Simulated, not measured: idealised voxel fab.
Process module name: voxel wiring stack
Cross-sectional view cut (width: 230 nm; square cell size: 5 nm).
Cross-sections here: square-cell grids, written as top-down lists of bands, a band being one or more rows of cells.
Look at the band entry: it leads with the top's height and the bottom's height in nm. Then it lists the materials left to right, with a width in nm for each. The word "everywhere" on a single material says that material fills the band edge to edge. The word "air" is empty space.
Beneath 0, the wafer as received is one material, and that level is where height counting begins. The lowest band goes on downward without a bottom; it is written like "0 -> down".
Top row gets the first number, bottom row gets the second, and each row in between changes by the same step: that is how a band width like "30->40" works.
For the purposes of this document, the phrase "nothing changed" attached to a step denotes that no cell within the cross-section was modified by that step.
Listed in "Enclosed void listing": every empty space of 8 or more cells without an open way to the top. Form: width x height at distance, the distance being from the left edge, all in nm.
On a step's line, text after the settings is the simulator commenting on that step.
The line of a step may include "overlay nm". On a step with a mask, this value is how far to the right of its planned place the mask lay. A negative value means the mask lay to the left.
The planned process steps are enumerated hereunder
1: RECEIVE | material Si
2: CONFORMAL_DEP | material SiO2 | thk nm 15
3: CONFORMAL_DEP | material SiCN | thk nm 5
4: DIRECTIONAL_DEP | material SiO2 | thk nm 25
5: DIRECTIONAL_DEP | material aC | thk nm 10
6: PATTERN | tone open | mask id METAL_1 | material resist | width nm 25 | pitch nm 50 | thk nm 25 | overlay nm 0
7: DIRECTIONAL_ETCH | etch materials aC | depth nm 10
8: STRIP | etch materials resist
9: DIRECTIONAL_ETCH | etch materials SiO2 | depth nm 25
10: DIRECTIONAL_ETCH | etch materials SiCN | depth nm 5
11: STRIP | etch materials aC
12: CONFORMAL_DEP | material TiN | thk nm 5
13: FILL_DEP | material W | thk nm 5
14: CMP | height nm 45
15: CONFORMAL_DEP | material SiCN | thk nm 5
16: DIRECTIONAL_DEP | material lowk | thk nm 15
17: DIRECTIONAL_DEP | material aC | thk nm 15
18: PATTERN | tone open | mask id PLUG_1 | material resist | width nm 15 | pitch nm 100 | thk nm 35 | overlay nm 0
19: DIRECTIONAL_ETCH | etch materials aC | depth nm 15
20: STRIP | etch materials resist
21: DIRECTIONAL_ETCH | etch materials lowk | depth nm 15
22: DIRECTIONAL_ETCH | etch materials SiCN | depth nm 5
23: STRIP | etch materials aC
24: EPI | material Ru | thk nm 10
25: EPI | material Ru | thk nm 10
26: CONFORMAL_DEP | material SiN | thk nm 5
27: DIRECTIONAL_DEP | material SiO2 | thk nm 20
28: MASKED_ETCH | tone open | mask id METAL_2 | width nm 15 | pitch nm 50 | etch materials SiO2 | depth nm 20 | overlay nm 0
29: MASKED_ETCH | tone open | mask id METAL_2 | width nm 25 | pitch nm 50 | etch materials SiN | depth nm 5 | overlay nm 0
30: CONFORMAL_DEP | material TiN | thk nm 5
31: FILL_DEP | material Cu | thk nm 10
32: CMP | height nm 90
33: CONFORMAL_DEP | material SiCN | thk nm 5
34: DIRECTIONAL_DEP | material SiO2 | thk nm 10
35: DIRECTIONAL_DEP | material aC | thk nm 15
36: PATTERN | tone open | mask id PLUG_2 | material resist | width nm 15 | pitch nm 100 | thk nm 30 | overlay nm 0
37: DIRECTIONAL_ETCH | etch materials aC | depth nm 15
38: STRIP | etch materials resist
39: DIRECTIONAL_ETCH | etch materials SiO2 | depth nm 10
40: DIRECTIONAL_ETCH | etch materials SiCN | depth nm 5
41: STRIP | etch materials aC
42: CONFORMAL_DEP | material TiN | thk nm 5
43: FILL_DEP | material Ru | thk nm 5
44: CMP | height nm 105
45: DIRECTIONAL_DEP | material TiN | thk nm 5
46: DIRECTIONAL_DEP | material Ru | thk nm 25
47: DIRECTIONAL_DEP | material aC | thk nm 10
48: PATTERN | tone cover | mask id METAL_3 | material resist | width nm 25 | pitch nm 50 | thk nm 30 | overlay nm 0
49: DIRECTIONAL_ETCH | etch materials aC | depth nm 10
50: STRIP | etch materials resist
51: DIRECTIONAL_ETCH | etch materials Ru | depth nm 25
52: DIRECTIONAL_ETCH | etch materials TiN | depth nm 5
53: STRIP | etch materials aC
54: CONFORMAL_DEP | material SiCN | thk nm 5
55: FILL_DEP | material SiO2 | thk nm 10
56: CMP | height nm 135
57: CONFORMAL_DEP | material SiCN | thk nm 5
58: DIRECTIONAL_DEP | material lowk | thk nm 10
59: PATTERN | tone open | mask id PLUG_3 | material resist | width nm 15 | pitch nm 100 | thk nm 20 | overlay nm 0
60: DIRECTIONAL_ETCH | etch materials lowk | depth nm 10
61: DIRECTIONAL_ETCH | etch materials SiCN | depth nm 5
62: STRIP | etch materials resist
63: CONFORMAL_DEP | material TiN | thk nm 5
64: FILL_DEP | material Ru | thk nm 5
65: CMP | height nm 150
66: DIRECTIONAL_DEP | material TiN | thk nm 5
67: DIRECTIONAL_DEP | material W | thk nm 20
68: PATTERN | tone cover | mask id METAL_4 | material resist | width nm 25 | pitch nm 50 | thk nm 20 | overlay nm 0
69: DIRECTIONAL_ETCH | etch materials W | depth nm 20
70: DIRECTIONAL_ETCH | etch materials TiN | depth nm 5
71: STRIP | etch materials resist
72: FILL_DEP | material SiO2 | thk nm 5
73: CMP | height nm 175
74: CONFORMAL_DEP | material SiN | thk nm 5
It is noted that the wafers described herein are identical at the outset and are distinguished by the width nm of step 28; the value stated in the plan corresponds to the first wafer.
As-received cross-section, first of several wafers, post step 1
* 0 -> down  Si everywhere
* Enclosed void listing: none
What follows is a table in which each wafer occupies a row; for the wafer as it stands at the close of the module, the row states, material by material, how many cells have been gained (+) or lost (-) since receipt, and then gives its closed voids
width nm 15, +16 Cu, +132 Ru, +212 SiCN, +80 SiN, +704 SiO2, +172 TiN, +140 W, +200 lowk, Enclosed void listing: none
width nm 20, +32 Cu, +132 Ru, +212 SiCN, +76 SiN, +688 SiO2, +176 TiN, +140 W, +200 lowk, Enclosed void listing: none
width nm 25, +48 Cu, +132 Ru, +212 SiCN, +72 SiN, +672 SiO2, +180 TiN, +140 W, +200 lowk, Enclosed void listing: none
width nm 30, +60 Cu, +132 Ru, +212 SiCN, +72 SiN, +656 SiO2, +184 TiN, +140 W, +200 lowk, Enclosed void listing: none
width nm 35, +72 Cu, +132 Ru, +212 SiCN, +72 SiN, +640 SiO2, +188 TiN, +140 W, +200 lowk, Enclosed void listing: none
